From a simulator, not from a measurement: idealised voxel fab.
Process module heading - voxel transistor to metal
Cross-sectional view cut (width: 215 nm; square cell size: 5 nm).
A cross-section is a grid of square cells, given in bands from the top down. A band is one or more rows of cells. Read a band's entry like this: the first values are the height of its top and the height of its bottom in nm, and what follows is the sequence of materials from left to right, each with its width in nm. Note that "blank" is empty space, and that a single material marked "throughout" reaches across the band from edge to edge. It should be noted that heights are counted from 0, beneath which the wafer as supplied is of one material throughout, and that the lowest band possesses no lower boundary but continues downward, as written in "0 -> down". With a width like "30->40", each row of cells in the band differs from the next by the same amount, the top row carrying the first number and the bottom row the second. What does "no modifications" mean for a step? It means no cell of the cross-section changed in that step. Listed in "Closed void register": every empty space of 8 or more cells without an open way to the top. Form: width x height at distance, the distance being from the left edge, all in nm. Post-settings text on a step line: simulator's own remark regarding the step. Regarding "overlay nm": on a step with a mask, it is the distance the mask lay to the right of its planned place; a negative value places it to the left.
## The steps planned for the process are as follows
step 1: op RECEIVE | material Si
step 2: op OXIDIZE | depth nm 5
step 3: op CONFORMAL_DEP | material SiN | thk nm 10
step 4: op DIRECTIONAL_DEP | material aC | thk nm 10
step 5: op PATTERN | tone cover | mask id ACTIVE | material resist | width nm 120 | thk nm 25 | overlay nm 0
step 6: op DIRECTIONAL_ETCH | etch materials aC | depth nm 10
step 7: op STRIP | etch materials resist
step 8: op DIRECTIONAL_ETCH | etch materials SiN | depth nm 10
step 9: op DIRECTIONAL_ETCH | etch materials SiO2 | depth nm 5
step 10: op DIRECTIONAL_ETCH | etch materials Si | depth nm 25
step 11: op STRIP | etch materials aC
step 12: op FILL_DEP | material SiO2 | thk nm 15
step 13: op CMP | height nm 10
step 14: op SELECTIVE_ETCH | etch materials SiO2 | depth nm 5
step 15: op STRIP | etch materials SiN
step 16: op SELECTIVE_ETCH | etch materials SiO2 | depth nm 5
step 17: op OXIDIZE | depth nm 5
step 18: op DIRECTIONAL_DEP | material polySi | thk nm 20
step 19: op DIRECTIONAL_DEP | material SiCN | thk nm 10
step 20: op MASKED_ETCH | tone cover | mask id GATE | width nm 30 | etch materials SiCN | depth nm 20 | overlay nm 0
step 21: op MASKED_ETCH | tone cover | mask id GATE | width nm 30 | etch materials polySi | depth nm 30 | overlay nm 0
step 22: op CONFORMAL_DEP | material SiO2 | thk nm 5
step 23: op DIRECTIONAL_ETCH | etch materials SiO2 | depth nm 5
step 24: op CONFORMAL_DEP | material SiN | thk nm 5
step 25: op DIRECTIONAL_ETCH | etch materials SiN | depth nm 5
step 26: op DIRECTIONAL_ETCH | etch materials SiO2 | depth nm 5
step 27: op EPI | material pSi | thk nm 5
step 28: op FILL_DEP | material SiO2 | thk nm 10
step 29: op CMP | height nm 15
step 30: op STRIP | etch materials polySi
step 31: op SELECTIVE_ETCH | etch materials SiO2 | depth nm 5
step 32: op CONFORMAL_DEP | material HfO2 | thk nm 5
step 33: op CONFORMAL_DEP | material TiN | thk nm 5
step 34: op FILL_DEP | material W | thk nm 10
step 35: op CMP | height nm 10
step 36: op DIRECTIONAL_DEP | material SiO2 | thk nm 15
step 37: op MASKED_ETCH | tone open | mask id CONTACT | width nm 20 | pitch nm 90 | etch materials SiO2 | depth nm 30 | overlay nm 0
step 38: op CONFORMAL_DEP | material TiN | thk nm 5
step 39: op FILL_DEP | material W | thk nm 10
step 40: op CMP | height nm 25
step 41: op CONFORMAL_DEP | material SiN | thk nm 5
step 42: op DIRECTIONAL_DEP | material SiO2 | thk nm 20
step 43: op MASKED_ETCH | tone open | mask id METAL_1 | width nm 20 | pitch nm 90 | etch materials SiO2 | depth nm 20 | overlay nm 0
step 44: op MASKED_ETCH | tone open | mask id METAL_1 | width nm 20 | pitch nm 90 | etch materials SiN | depth nm 5 | overlay nm 0
step 45: op CONFORMAL_DEP | material TiN | thk nm 5
step 46: op FILL_DEP | material Ru | thk nm 5
step 47: op CMP | height nm 50
step 48: op CONFORMAL_DEP | material SiCN | thk nm 5
## Incoming wafer in cross-section (state: after step 1)
  0 -> down | Si throughout
  Closed void register: none
## The first of two wafers, cross-sectioned at the end of the module, with the run proceeding as planned
  55 -> 50 | SiCN throughout
  50 -> 30 | 50 of SiO2, 5 of TiN, 10 of Ru, 5 of TiN, 70 of SiO2, 5 of TiN, 10 of Ru, 5 of TiN, 55 of SiO2
  30 -> 25 | 50 of SiN, 20 of TiN, 70 of SiN, 20 of TiN, 55 of SiN
  25 -> 10 | 50 of SiO2, 5 of TiN, 10 of W, 5 of TiN, 70 of SiO2, 5 of TiN, 10 of W, 5 of TiN, 55 of SiO2
  10 -> 0 | 50 of SiO2, 5 of TiN, 10 of W, 5 of TiN, 10 of SiO2, 5 of SiN, 5 of HfO2, 5 of TiN, 20 of W, 5 of TiN, 5 of HfO2, 5 of SiN, 10 of SiO2, 5 of TiN, 10 of W, 5 of TiN, 55 of SiO2
  0 -> -5 | 45 of SiO2, 5 of SiN, 20 of TiN, 10 of SiO2, 5 of SiN, 5 of HfO2, 30 of TiN, 5 of HfO2, 5 of SiN, 10 of SiO2, 20 of TiN, 5 of SiN, 50 of SiO2
  -5 -> -10 | 50 of SiO2, 30 of pSi, 5 of SiO2, 40 of HfO2, 5 of SiO2, 30 of pSi, 55 of SiO2
  -10 -> -30 | 45 of SiO2, 120 of Si, 50 of SiO2
  -30 -> down | Si throughout
  Closed void register: none
## Cross-section at end of module for the second wafer of two, which matched the first in starting point and plan and differed by one mistake in its processing
  55 -> 50 | SiCN throughout
  50 -> 30 | 50 of SiO2, 5 of TiN, 10 of Ru, 5 of TiN, 70 of SiO2, 5 of TiN, 10 of Ru, 5 of TiN, 55 of SiO2
  30 -> 25 | 50 of SiN, 20 of TiN, 70 of SiN, 20 of TiN, 55 of SiN
  25 -> 10 | 40 of SiO2, 5 of TiN, 10 of W, 5 of TiN, 70 of SiO2, 5 of TiN, 10 of W, 5 of TiN, 65 of SiO2
  10 -> 5 | 40 of SiO2, 5 of TiN, 10 of W, 5 of TiN, 20 of SiO2, 5 of SiN, 5 of HfO2, 5 of TiN, 20 of W, 5 of TiN, 5 of HfO2, 5 of SiN, 5 of TiN, 10 of W, 5 of TiN, 65 of SiO2
  5 -> 0 | 40 of SiO2, 20 of TiN, 20 of SiO2, 5 of SiN, 5 of HfO2, 5 of TiN, 20 of W, 5 of TiN, 5 of HfO2, 5 of SiN, 5 of TiN, 10 of W, 5 of TiN, 65 of SiO2
  0 -> -5 | 40 of SiO2, 5 of TiN, 5 of SiN, 10 of TiN, 20 of SiO2, 5 of SiN, 5 of HfO2, 30 of TiN, 5 of HfO2, 5 of SiN, 20 of TiN, 10 of SiO2, 5 of SiN, 50 of SiO2
  -5 -> -10 | 50 of SiO2, 30 of pSi, 5 of SiO2, 40 of HfO2, 5 of SiO2, 30 of pSi, 55 of SiO2
  -10 -> -30 | 45 of SiO2, 120 of Si, 50 of SiO2
  -30 -> down | Si throughout
  Closed void register: none
In executing the process, a mistake was made relative to the plan: heads up, step 37 didn't go per plan, it actually ran as op MASKED_ETCH | tone open | mask id CONTACT | width nm 20 | pitch nm 90 | etch materials SiO2 | depth nm 30 | overlay nm -10
Per the end-of-run cell counts, the second wafer holds more or fewer of some materials than the first: 1 more of SiO2; 1 more of TiN; 2 fewer of W
